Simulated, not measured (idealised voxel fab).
Process module name: voxel plated lines
The cross-section on display is named cut; it measures 295 nm wide, and its cells are 5 nm squares.
In what follows, cross-sections appear as grids of square cells, described through bands that run from the top down, where every band is one or more rows of cells.
For a band, the entry starts with two heights in nm, that of the top and then that of the bottom, and carries on with the band's materials in order from left to right, each alongside its width in nm; the word "edge to edge" beside a single material means it fills the band edge to edge, and "empty" means empty space.
It should be noted that heights are counted from 0, beneath which the wafer as supplied is of one material throughout, and that the lowest band possesses no lower boundary but continues downward, as written in "0 -> down".
You'd read "30..40" like this: the band's top row of cells is as wide as the first number, its bottom row is as wide as the second, and going down, every row changes width by the same amount as the row before did.
A step reported as "remained unchanged" is a step in which no cell of the cross-section changed.
"Fully sealed voids" - sealed voids, min. 8 cells, no opening to top; format: width x height at distance (distance from left edge; nm throughout).
Note: text after step settings on the step line = simulator remark on that step.
overlay nm: right-of-plan distance of the mask on a masked step; negative values mean left-of-plan.
[Set out below are the planned steps of the process]
1,RECEIVE: material Si
2,CONFORMAL_DEP: material Al2O3, thk nm 10
3,DIRECTIONAL_DEP: material TiN, thk nm 5
4,PATTERN: tone open, mask id LINES, material resist, width nm 20, pitch nm 60, thk nm 20, overlay nm 0
5,EPI: material Ru, thk nm 10
6,STRIP: etch materials resist
7,DIRECTIONAL_ETCH: etch materials TiN, depth nm 5
8,CONFORMAL_DEP: material SiN, thk nm 10
Among the wafers covered here, the point of difference is the width nm at step 4; their starting state is shared, and the plan presents the value of the first wafer.
[Cross-section: the first of several wafers in its as-received state, i.e. following step 1]
* 0 -> down | Si edge to edge
* Fully sealed voids: none
[End of the module, past its last step, step 8: how the first of several wafers looks in cross-section]
* 35 -> 25 | 65 of empty; 40 of SiN; 20 of empty; 40 of SiN; 20 of empty; 40 of SiN; 70 of empty
* 25 -> 20 | 65 of empty; 10 of SiN; 20 of Ru; 10 of SiN; 20 of empty; 10 of SiN; 20 of Ru; 10 of SiN; 20 of empty; 10 of SiN; 20 of Ru; 10 of SiN; 70 of empty
* 20 -> 15 | 75 of SiN; 20 of Ru; 40 of SiN; 20 of Ru; 40 of SiN; 20 of Ru; 80 of SiN
* 15 -> 10 | 75 of SiN; 20 of TiN; 40 of SiN; 20 of TiN; 40 of SiN; 20 of TiN; 80 of SiN
* 10 -> 0 | Al2O3 edge to edge
* 0 -> down | Si edge to edge
* Fully sealed voids: none
[The module's end: a cross-section of the last wafer]
* 35 -> 25 | 55 of empty; 185 of SiN; 55 of empty
* 25 -> 20 | 55 of empty; 10 of SiN; 45 of Ru; 15 of SiN; 45 of Ru; 15 of SiN; 45 of Ru; 10 of SiN; 55 of empty
* 20 -> 15 | 65 of SiN; 45 of Ru; 15 of SiN; 45 of Ru; 15 of SiN; 45 of Ru; 65 of SiN
* 15 -> 10 | 65 of SiN; 45 of TiN; 15 of SiN; 45 of TiN; 15 of SiN; 45 of TiN; 65 of SiN
* 10 -> 0 | Al2O3 edge to edge
* 0 -> down | Si edge to edge
* Fully sealed voids: none
[The following table contains a row per wafer, in which are reported, at the conclusion of the module, the cells of each material gained (+) or lost (-) since the wafer's receipt, with its closed voids given thereafter]
width nm 20 | +118 Al2O3 | +24 Ru | +154 SiN | +12 TiN | Fully sealed voids: none
width nm 25 | +118 Al2O3 | +30 Ru | +154 SiN | +15 TiN | Fully sealed voids: none
width nm 30 | +118 Al2O3 | +36 Ru | +154 SiN | +18 TiN | Fully sealed voids: none
width nm 35 | +118 Al2O3 | +42 Ru | +154 SiN | +21 TiN | Fully sealed voids: none
width nm 40 | +118 Al2O3 | +48 Ru | +154 SiN | +24 TiN | Fully sealed voids: none
width nm 45 | +118 Al2O3 | +54 Ru | +148 SiN | +27 TiN | Fully sealed voids: none
